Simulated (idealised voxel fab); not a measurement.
process module | voxel capacitor over wiring
cross-section cut | 140 nm wide | cells 5 nm
A cross-section is a grid of square cells, given in bands from the top down. A band is one or more rows of cells.
Each band's line starts with the height of the band's top and of its bottom, in nm. Then come its materials from left to right, each with its width in nm. One material with "throughout" fills the band from edge to edge. "air" is empty space.
Height 0 is the level under which the wafer as received is all one material. The lowest band goes on downwards, as in "0 down".
A width such as "30 to 40" changes by the same amount from each row of cells to the next, from the band's top row to its bottom row.
"no change" after a step means that no cell of the cross-section changed.
closed voids: empty space of 8 cells or more with no open way to the top, each as width x height at its distance from the left edge, in nm
after a step's settings: what the simulator itself notes on the step
overlay nm, on a step with a mask: how far to the right of its planned place the mask lay; to the left if negative
plan
1 op RECEIVE | material Si
2 op CONFORMAL_DEP | material SiO2 | thk nm 15
3 op DIRECTIONAL_DEP | material TiN | thk nm 5
4 op DIRECTIONAL_DEP | material W | thk nm 20
5 op MASKED_ETCH | tone cover | mask id METAL_1 | width nm 20 | pitch nm 80 | etch materials W | depth nm 20 | overlay nm 0
6 op MASKED_ETCH | tone cover | mask id METAL_1 | width nm 20 | pitch nm 80 | etch materials TiN | depth nm 5 | overlay nm 0
7 op FILL_DEP | material lowk | thk nm 10
8 op CMP | height nm 40
9 op CONFORMAL_DEP | material SiCN | thk nm 5
10 op DIRECTIONAL_DEP | material lowk | thk nm 10
11 op PATTERN | tone open | mask id PLUG_1 | material resist | width nm 15 | thk nm 20 | overlay nm 0
12 op DIRECTIONAL_ETCH | etch materials lowk | depth nm 10
13 op DIRECTIONAL_ETCH | etch materials SiCN | depth nm 5
14 op STRIP | etch materials resist
15 op CONFORMAL_DEP | material TiN | thk nm 5
16 op FILL_DEP | material Cu | thk nm 10
17 op CMP | height nm 55
18 op DIRECTIONAL_DEP | material TiN | thk nm 10
19 op DIRECTIONAL_DEP | material Al2O3 | thk nm 5
20 op DIRECTIONAL_DEP | material TiN | thk nm 10
21 op PATTERN | tone cover | mask id UPPER_PLATE | material resist | width nm 65 | thk nm 20 | overlay nm 0
22 op DIRECTIONAL_ETCH | etch materials TiN | depth nm 10
23 op DIRECTIONAL_ETCH | etch materials Al2O3 | depth nm 5
24 op STRIP | etch materials resist
25 op PATTERN | tone cover | mask id LOWER_PLATE | material resist | width nm 75 | thk nm 20 | overlay nm 0
26 op DIRECTIONAL_ETCH | etch materials TiN | depth nm 10
27 op STRIP | etch materials resist
28 op FILL_DEP | material SiO2 | thk nm 20
29 op CMP | height nm 95
30 op MASKED_ETCH | tone open | mask id PLUG_2 | width nm 15 | etch materials SiO2 | depth nm 15 | overlay nm 0
31 op CONFORMAL_DEP | material TiN | thk nm 5
32 op FILL_DEP | material Ru | thk nm 10
33 op CMP | height nm 95
34 op CONFORMAL_DEP | material SiCN | thk nm 5
first wafer, as planned
as received, after step 1
  0 down: Si throughout
  closed voids: none
after step 2
  15 to 0: SiO2 throughout
  below 0: unchanged
after step 3
  20 to 15: TiN throughout
  below 15: unchanged
after step 4
  40 to 20: W throughout
  below 20: unchanged
after step 5
  40 to 20: air 20 | W 20 | air 60 | W 20 | air 20
  below 20: unchanged
after step 6
  40 to 20: air 20 | W 20 | air 60 | W 20 | air 20
  20 to 15: air 20 | TiN 20 | air 60 | TiN 20 | air 20
  below 15: unchanged
after step 7
  50 to 40: lowk throughout
  40 to 20: lowk 20 | W 20 | lowk 60 | W 20 | lowk 20
  20 to 15: lowk 20 | TiN 20 | lowk 60 | TiN 20 | lowk 20
  below 15: unchanged
after step 8
  40 to 20: lowk 20 | W 20 | lowk 60 | W 20 | lowk 20
  below 20: unchanged
after step 9
  45 to 40: SiCN throughout
  below 40: unchanged
after step 10
  55 to 45: lowk throughout
  below 45: unchanged
after step 11
  75 to 55: resist 25 | air 15 | resist 100
  below 55: unchanged
after step 12
  75 to 55: resist 25 | air 15 | resist 100
  55 to 45: lowk 25 | air 15 | lowk 100
  below 45: unchanged
after step 13
  75 to 55: resist 25 | air 15 | resist 100
  55 to 45: lowk 25 | air 15 | lowk 100
  45 to 40: SiCN 25 | air 15 | SiCN 100
  below 40: unchanged
after step 14
  55 to 45: lowk 25 | air 15 | lowk 100
  below 45: unchanged
after step 15
  60 to 55: TiN 30 | air 5 | TiN 105
  55 to 45: lowk 25 | TiN 5 | air 5 | TiN 5 | lowk 100
  45 to 40: SiCN 25 | TiN 15 | SiCN 100
  below 40: unchanged
after step 16
  70 to 60: Cu throughout
  60 to 55: TiN 30 | Cu 5 | TiN 105
  55 to 45: lowk 25 | TiN 5 | Cu 5 | TiN 5 | lowk 100
  below 45: unchanged
after step 17
  55 to 45: lowk 25 | TiN 5 | Cu 5 | TiN 5 | lowk 100
  below 45: unchanged
after step 18
  65 to 55: TiN throughout
  below 55: unchanged
after step 19
  70 to 65: Al2O3 throughout
  below 65: unchanged
after step 20
  80 to 70: TiN throughout
  below 70: unchanged
after step 21
  100 to 80: air 25 | resist 65 | air 50
  below 80: unchanged
after step 22
  100 to 80: air 25 | resist 65 | air 50
  80 to 70: air 25 | TiN 65 | air 50
  below 70: unchanged
after step 23
  100 to 80: air 25 | resist 65 | air 50
  80 to 70: air 25 | TiN 65 | air 50
  70 to 65: air 25 | Al2O3 65 | air 50
  below 65: unchanged
after step 24
  80 to 70: air 25 | TiN 65 | air 50
  below 70: unchanged
after step 25
  100 to 80: air 20 | resist 75 | air 45
  80 to 70: air 20 | resist 5 | TiN 65 | resist 5 | air 45
  70 to 65: air 20 | resist 5 | Al2O3 65 | resist 5 | air 45
  below 65: unchanged
after step 26
  100 to 80: air 20 | resist 75 | air 45
  80 to 70: air 20 | resist 5 | TiN 65 | resist 5 | air 45
  70 to 65: air 20 | resist 5 | Al2O3 65 | resist 5 | air 45
  65 to 55: air 20 | TiN 75 | air 45
  below 55: unchanged
after step 27
  80 to 70: air 25 | TiN 65 | air 50
  70 to 65: air 25 | Al2O3 65 | air 50
  below 65: unchanged
after step 28
  100 to 80: SiO2 throughout
  80 to 70: SiO2 25 | TiN 65 | SiO2 50
  70 to 65: SiO2 25 | Al2O3 65 | SiO2 50
  65 to 55: SiO2 20 | TiN 75 | SiO2 45
  below 55: unchanged
after step 29
  95 to 80: SiO2 throughout
  below 80: unchanged
after step 30
  95 to 80: SiO2 35 | air 15 | SiO2 90
  below 80: unchanged
after step 31
  100 to 95: TiN 40 | air 5 | TiN 95
  95 to 85: SiO2 35 | TiN 5 | air 5 | TiN 5 | SiO2 90
  85 to 80: SiO2 35 | TiN 15 | SiO2 90
  below 80: unchanged
after step 32
  110 to 100: Ru throughout
  100 to 95: TiN 40 | Ru 5 | TiN 95
  95 to 85: SiO2 35 | TiN 5 | Ru 5 | TiN 5 | SiO2 90
  below 85: unchanged
after step 33
  95 to 85: SiO2 35 | TiN 5 | Ru 5 | TiN 5 | SiO2 90
  below 85: unchanged
after step 34
  100 to 95: SiCN throughout
  below 95: unchanged
second wafer: like start, like plan, one mistake. Through step 32 it matches the first wafer
when step 33 should have ended: no change
when step 34 should have ended
  115 to 110: SiCN throughout
  below 110: unchanged
what went wrong: step 33 was left out
at the end the second wafer has, in cells: 57 more of Ru | 27 more of TiN
